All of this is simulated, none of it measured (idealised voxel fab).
process module | voxel capacitor over wiring
Xsec cut, 260 nm wide, square cell size 5 nm.
Heads up, the way a cross-section reads in here is a grid of square cells, handed over as bands from the top down, with every band being one or more rows of cells.
Band entry format. Leading values: height of top, height of bottom, nm. Remainder: materials in left-to-right order, each with its width in nm. Special words: "full width" on a single material, which then fills the band edge to edge; "blank", empty space.
Counting heights begins at 0, where everything beneath is, in the wafer as received, one material. The lowest band has no bottom; it goes on downwards, as "0 -> down" shows.
A two-number width, for instance "30..40", indicates that the width is equal to the first number in the top row of the band and to the second number in the bottom row, and that it changes by a constant amount per row of cells.
"stayed the same" -> step changed no cross-section cell.
Entry "Catalogued sealed voids". Content: empty spaces with no open connection to the top, size 8 cells or greater. Each: width x height at distance. Distance: from left edge. Unit: nm.
Past the settings on a step's line: simulator remark, on that step.
A step line may carry the setting "overlay nm", which, for steps involving a mask, states the distance by which the mask lay to the right of its intended position; negative values denote displacement to the left.
# Here's what the planned process steps look like
1 RECEIVE, material Si
2 CONFORMAL_DEP, material SiO2, thk nm 10
3 CONFORMAL_DEP, material SiN, thk nm 5
4 DIRECTIONAL_DEP, material lowk, thk nm 15
5 PATTERN, tone open, mask id METAL_1, material resist, width nm 30, pitch nm 90, thk nm 15, overlay nm 0
6 DIRECTIONAL_ETCH, etch materials lowk, depth nm 15
7 DIRECTIONAL_ETCH, etch materials SiN, depth nm 5
8 STRIP, etch materials resist
9 CONFORMAL_DEP, material TiN, thk nm 5
10 FILL_DEP, material Cu, thk nm 10
11 CMP, height nm 30
12 CONFORMAL_DEP, material SiCN, thk nm 5
13 DIRECTIONAL_DEP, material SiO2, thk nm 10
14 MASKED_ETCH, tone open, mask id PLUG_1, width nm 15, etch materials SiO2, depth nm 10, overlay nm 0
15 MASKED_ETCH, tone open, mask id PLUG_1, width nm 15, etch materials SiCN, depth nm 5, overlay nm 0
16 EPI, material Ru, thk nm 10
17 EPI, material Ru, thk nm 5
18 DIRECTIONAL_DEP, material TiN, thk nm 10
19 DIRECTIONAL_DEP, material HfO2, thk nm 5
20 DIRECTIONAL_DEP, material TiN, thk nm 5
21 PATTERN, tone cover, mask id UPPER_PLATE, material resist, width nm 65, thk nm 15, overlay nm 0
22 DIRECTIONAL_ETCH, etch materials TiN, depth nm 5
23 DIRECTIONAL_ETCH, etch materials HfO2, depth nm 5
24 STRIP, etch materials resist
25 DIRECTIONAL_DEP, material aC, thk nm 15
26 PATTERN, tone cover, mask id LOWER_PLATE, material resist, width nm 75, thk nm 35, overlay nm 0
27 DIRECTIONAL_ETCH, etch materials aC, depth nm 15
28 STRIP, etch materials resist
29 DIRECTIONAL_ETCH, etch materials TiN, depth nm 10
30 STRIP, etch materials aC
31 FILL_DEP, material SiO2, thk nm 15
32 CMP, height nm 75
33 PATTERN, tone open, mask id PLUG_2, material resist, width nm 15, thk nm 15, overlay nm 0
34 DIRECTIONAL_ETCH, etch materials SiO2, depth nm 10
35 STRIP, etch materials resist
36 CONFORMAL_DEP, material TiN, thk nm 5
37 FILL_DEP, material Cu, thk nm 10
38 CMP, height nm 75
39 CONFORMAL_DEP, material SiN, thk nm 5
# First of two wafers, processed according to plan
# So this is the incoming wafer in cross-section - it's already been through step 1
0 -> down: Si full width
Catalogued sealed voids: none
# State of the wafer after step 2, shown in cross-section
10 -> 0: SiO2 full width
Under 0: no change, same as before.
# State of the wafer after step 3, shown in cross-section
15 -> 10: SiN full width
Under 10: no change, same as before.
# State of the wafer after step 4, shown in cross-section
30 -> 15: lowk full width
Under 15: no change, same as before.
# State of the wafer after step 5, shown in cross-section
45 -> 30: 70 nm resist / 30 nm blank / 60 nm resist / 30 nm blank / 70 nm resist
Under 30: no change, same as before.
# State of the wafer after step 6, shown in cross-section
45 -> 30: 70 nm resist / 30 nm blank / 60 nm resist / 30 nm blank / 70 nm resist
30 -> 15: 70 nm lowk / 30 nm blank / 60 nm lowk / 30 nm blank / 70 nm lowk
Under 15: no change, same as before.
# State of the wafer after step 7, shown in cross-section
45 -> 30: 70 nm resist / 30 nm blank / 60 nm resist / 30 nm blank / 70 nm resist
30 -> 15: 70 nm lowk / 30 nm blank / 60 nm lowk / 30 nm blank / 70 nm lowk
15 -> 10: 70 nm SiN / 30 nm blank / 60 nm SiN / 30 nm blank / 70 nm SiN
Under 10: no change, same as before.
# State of the wafer after step 8, shown in cross-section
30 -> 15: 70 nm lowk / 30 nm blank / 60 nm lowk / 30 nm blank / 70 nm lowk
Under 15: no change, same as before.
# State of the wafer after step 9, shown in cross-section
35 -> 30: 75 nm TiN / 20 nm blank / 70 nm TiN / 20 nm blank / 75 nm TiN
30 -> 15: 70 nm lowk / 5 nm TiN / 20 nm blank / 5 nm TiN / 60 nm lowk / 5 nm TiN / 20 nm blank / 5 nm TiN / 70 nm lowk
15 -> 10: 70 nm SiN / 30 nm TiN / 60 nm SiN / 30 nm TiN / 70 nm SiN
Under 10: no change, same as before.
# State of the wafer after step 10, shown in cross-section
45 -> 35: Cu full width
35 -> 30: 75 nm TiN / 20 nm Cu / 70 nm TiN / 20 nm Cu / 75 nm TiN
30 -> 15: 70 nm lowk / 5 nm TiN / 20 nm Cu / 5 nm TiN / 60 nm lowk / 5 nm TiN / 20 nm Cu / 5 nm TiN / 70 nm lowk
Under 15: no change, same as before.
# State of the wafer after step 11, shown in cross-section
30 -> 15: 70 nm lowk / 5 nm TiN / 20 nm Cu / 5 nm TiN / 60 nm lowk / 5 nm TiN / 20 nm Cu / 5 nm TiN / 70 nm lowk
Under 15: no change, same as before.
# State of the wafer after step 12, shown in cross-section
35 -> 30: SiCN full width
Under 30: no change, same as before.
# State of the wafer after step 13, shown in cross-section
45 -> 35: SiO2 full width
Under 35: no change, same as before.
# State of the wafer after step 14, shown in cross-section
45 -> 35: 85 nm SiO2 / 15 nm blank / 160 nm SiO2
Under 35: no change, same as before.
# State of the wafer after step 15, shown in cross-section
45 -> 35: 85 nm SiO2 / 15 nm blank / 160 nm SiO2
35 -> 30: 85 nm SiCN / 15 nm blank / 160 nm SiCN
Under 30: no change, same as before.
# State of the wafer after step 16, shown in cross-section
45 -> 40: 85 nm SiO2 / 15 nm blank / 160 nm SiO2
40 -> 35: 85 nm SiO2 / 15 nm Ru / 160 nm SiO2
35 -> 30: 85 nm SiCN / 15 nm Ru / 160 nm SiCN
Under 30: no change, same as before.
# State of the wafer after step 17, shown in cross-section
45 -> 35: 85 nm SiO2 / 15 nm Ru / 160 nm SiO2
Under 35: no change, same as before.
# State of the wafer after step 18, shown in cross-section
55 -> 45: TiN full width
Under 45: no change, same as before.
# State of the wafer after step 19, shown in cross-section
60 -> 55: HfO2 full width
Under 55: no change, same as before.
# State of the wafer after step 20, shown in cross-section
65 -> 60: TiN full width
Under 60: no change, same as before.
# State of the wafer after step 21, shown in cross-section
80 -> 65: 85 nm blank / 65 nm resist / 110 nm blank
Under 65: no change, same as before.
# State of the wafer after step 22, shown in cross-section
80 -> 65: 85 nm blank / 65 nm resist / 110 nm blank
65 -> 60: 85 nm blank / 65 nm TiN / 110 nm blank
Under 60: no change, same as before.
# State of the wafer after step 23, shown in cross-section
80 -> 65: 85 nm blank / 65 nm resist / 110 nm blank
65 -> 60: 85 nm blank / 65 nm TiN / 110 nm blank
60 -> 55: 85 nm blank / 65 nm HfO2 / 110 nm blank
Under 55: no change, same as before.
# State of the wafer after step 24, shown in cross-section
65 -> 60: 85 nm blank / 65 nm TiN / 110 nm blank
Under 60: no change, same as before.
# State of the wafer after step 25, shown in cross-section
80 -> 70: 85 nm blank / 65 nm aC / 110 nm blank
70 -> 65: aC full width
65 -> 60: 85 nm aC / 65 nm TiN / 110 nm aC
60 -> 55: 85 nm aC / 65 nm HfO2 / 110 nm aC
Under 55: no change, same as before.
# State of the wafer after step 26, shown in cross-section
115 -> 80: 80 nm blank / 75 nm resist / 105 nm blank
80 -> 70: 80 nm blank / 5 nm resist / 65 nm aC / 5 nm resist / 105 nm blank
Under 70: no change, same as before.
# State of the wafer after step 27, shown in cross-section
100 -> 80: 80 nm blank / 75 nm resist / 105 nm blank
80 -> 70: 80 nm blank / 5 nm resist / 65 nm aC / 5 nm resist / 105 nm blank
70 -> 65: 80 nm blank / 75 nm aC / 105 nm blank
65 -> 60: 80 nm blank / 5 nm aC / 65 nm TiN / 5 nm aC / 105 nm blank
60 -> 55: 80 nm blank / 5 nm aC / 65 nm HfO2 / 5 nm aC / 105 nm blank
Under 55: no change, same as before.
# State of the wafer after step 28, shown in cross-section
80 -> 70: 85 nm blank / 65 nm aC / 110 nm blank
Under 70: no change, same as before.
# State of the wafer after step 29, shown in cross-section
80 -> 70: 85 nm blank / 65 nm aC / 110 nm blank
70 -> 65: 80 nm blank / 75 nm aC / 105 nm blank
65 -> 60: 80 nm blank / 5 nm aC / 65 nm TiN / 5 nm aC / 105 nm blank
60 -> 55: 80 nm blank / 5 nm aC / 65 nm HfO2 / 5 nm aC / 105 nm blank
55 -> 45: 80 nm blank / 75 nm TiN / 105 nm blank
Under 45: no change, same as before.
# State of the wafer after step 30, shown in cross-section
65 -> 60: 85 nm blank / 65 nm TiN / 110 nm blank
60 -> 55: 85 nm blank / 65 nm HfO2 / 110 nm blank
Under 55: no change, same as before.
# State of the wafer after step 31, shown in cross-section
80 -> 65: SiO2 full width
65 -> 60: 85 nm SiO2 / 65 nm TiN / 110 nm SiO2
60 -> 55: 85 nm SiO2 / 65 nm HfO2 / 110 nm SiO2
55 -> 45: 80 nm SiO2 / 75 nm TiN / 105 nm SiO2
Under 45: no change, same as before.
# State of the wafer after step 32, shown in cross-section
75 -> 65: SiO2 full width
Under 65: no change, same as before.
# State of the wafer after step 33, shown in cross-section
90 -> 75: 95 nm resist / 15 nm blank / 150 nm resist
Under 75: no change, same as before.
# State of the wafer after step 34, shown in cross-section
90 -> 75: 95 nm resist / 15 nm blank / 150 nm resist
75 -> 65: 95 nm SiO2 / 15 nm blank / 150 nm SiO2
Under 65: no change, same as before.
# State of the wafer after step 35, shown in cross-section
75 -> 65: 95 nm SiO2 / 15 nm blank / 150 nm SiO2
Under 65: no change, same as before.
# State of the wafer after step 36, shown in cross-section
80 -> 75: 100 nm TiN / 5 nm blank / 155 nm TiN
75 -> 70: 95 nm SiO2 / 5 nm TiN / 5 nm blank / 5 nm TiN / 150 nm SiO2
70 -> 60: 95..85 nm SiO2 / 15..65 nm TiN / 150..110 nm SiO2
Under 60: no change, same as before.
# State of the wafer after step 37, shown in cross-section
90 -> 80: Cu full width
80 -> 75: 100 nm TiN / 5 nm Cu / 155 nm TiN
75 -> 70: 95 nm SiO2 / 5 nm TiN / 5 nm Cu / 5 nm TiN / 150 nm SiO2
Under 70: no change, same as before.
# State of the wafer after step 38, shown in cross-section
75 -> 70: 95 nm SiO2 / 5 nm TiN / 5 nm Cu / 5 nm TiN / 150 nm SiO2
Under 70: no change, same as before.
# State of the wafer after step 39, shown in cross-section
80 -> 75: SiN full width
Under 75: no change, same as before.
# Wafer two of two - same starting point, same process plan, one mistake in execution; matches wafer one up to and including step 18
# Look at the second wafer in cross-section at the time step 19 ought to have finished
60 -> 45: TiN full width
Under 45: no change, same as before.
# Look at the second wafer in cross-section at the time step 20 ought to have finished
65 -> 60: HfO2 full width
Under 60: no change, same as before.
# Look at the second wafer in cross-section at the time step 21 ought to have finished
80 -> 65: 85 nm blank / 65 nm resist / 110 nm blank
Under 65: no change, same as before.
Look at the second wafer in cross-section at the time step 22 ought to have finished: stayed the same
# Look at the second wafer in cross-section at the time step 23 ought to have finished
80 -> 65: 85 nm blank / 65 nm resist / 110 nm blank
65 -> 60: 85 nm blank / 65 nm HfO2 / 110 nm blank
Under 60: no change, same as before.
# Look at the second wafer in cross-section at the time step 24 ought to have finished
65 -> 60: 85 nm blank / 65 nm HfO2 / 110 nm blank
Under 60: no change, same as before.
# Look at the second wafer in cross-section at the time step 25 ought to have finished
80 -> 75: 85 nm blank / 65 nm aC / 110 nm blank
75 -> 65: aC full width
65 -> 60: 85 nm aC / 65 nm HfO2 / 110 nm aC
Under 60: no change, same as before.
# Look at the second wafer in cross-section at the time step 26 ought to have finished
115 -> 80: 80 nm blank / 75 nm resist / 105 nm blank
80 -> 75: 80 nm blank / 5 nm resist / 65 nm aC / 5 nm resist / 105 nm blank
Under 75: no change, same as before.
# Look at the second wafer in cross-section at the time step 27 ought to have finished
100 -> 80: 80 nm blank / 75 nm resist / 105 nm blank
80 -> 75: 80 nm blank / 5 nm resist / 65 nm aC / 5 nm resist / 105 nm blank
75 -> 65: 80 nm blank / 75 nm aC / 105 nm blank
65 -> 60: 80 nm blank / 5 nm aC / 65 nm HfO2 / 5 nm aC / 105 nm blank
Under 60: no change, same as before.
# Look at the second wafer in cross-section at the time step 28 ought to have finished
80 -> 75: 85 nm blank / 65 nm aC / 110 nm blank
Under 75: no change, same as before.
# Look at the second wafer in cross-section at the time step 29 ought to have finished
80 -> 75: 85 nm blank / 65 nm aC / 110 nm blank
75 -> 65: 80 nm blank / 75 nm aC / 105 nm blank
65 -> 60: 80 nm blank / 5 nm aC / 65 nm HfO2 / 5 nm aC / 105 nm blank
60 -> 50: 80 nm blank / 75 nm TiN / 105 nm blank
Under 50: no change, same as before.
# Look at the second wafer in cross-section at the time step 30 ought to have finished
65 -> 60: 85 nm blank / 65 nm HfO2 / 110 nm blank
Under 60: no change, same as before.
# Look at the second wafer in cross-section at the time step 31 ought to have finished
80 -> 65: SiO2 full width
65 -> 60: 85 nm SiO2 / 65 nm HfO2 / 110 nm SiO2
60 -> 50: 80 nm SiO2 / 75 nm TiN / 105 nm SiO2
Under 50: no change, same as before.
# Look at the second wafer in cross-section at the time step 32 ought to have finished
75 -> 65: SiO2 full width
Under 65: no change, same as before.
# Look at the second wafer in cross-section at the time step 33 ought to have finished
90 -> 75: 95 nm resist / 15 nm blank / 150 nm resist
Under 75: no change, same as before.
# Look at the second wafer in cross-section at the time step 34 ought to have finished
90 -> 75: 95 nm resist / 15 nm blank / 150 nm resist
75 -> 65: 95 nm SiO2 / 15 nm blank / 150 nm SiO2
Under 65: no change, same as before.
# Look at the second wafer in cross-section at the time step 35 ought to have finished
75 -> 65: 95 nm SiO2 / 15 nm blank / 150 nm SiO2
Under 65: no change, same as before.
# Look at the second wafer in cross-section at the time step 36 ought to have finished
80 -> 75: 100 nm TiN / 5 nm blank / 155 nm TiN
75 -> 70: 95 nm SiO2 / 5 nm TiN / 5 nm blank / 5 nm TiN / 150 nm SiO2
70 -> 65: 95 nm SiO2 / 15 nm TiN / 150 nm SiO2
Under 65: no change, same as before.
# Look at the second wafer in cross-section at the time step 37 ought to have finished
90 -> 80: Cu full width
80 -> 75: 100 nm TiN / 5 nm Cu / 155 nm TiN
75 -> 70: 95 nm SiO2 / 5 nm TiN / 5 nm Cu / 5 nm TiN / 150 nm SiO2
Under 70: no change, same as before.
# Look at the second wafer in cross-section at the time step 38 ought to have finished
75 -> 70: 95 nm SiO2 / 5 nm TiN / 5 nm Cu / 5 nm TiN / 150 nm SiO2
Under 70: no change, same as before.
# Look at the second wafer in cross-section at the time step 39 ought to have finished
80 -> 75: SiN full width
Under 75: no change, same as before.
Plan not followed: ran 19 and 20 in swapped order versus the plan
Final difference in cells, second wafer against first, listed per material as more or fewer: SiO2: 39 fewer, TiN: 39 more
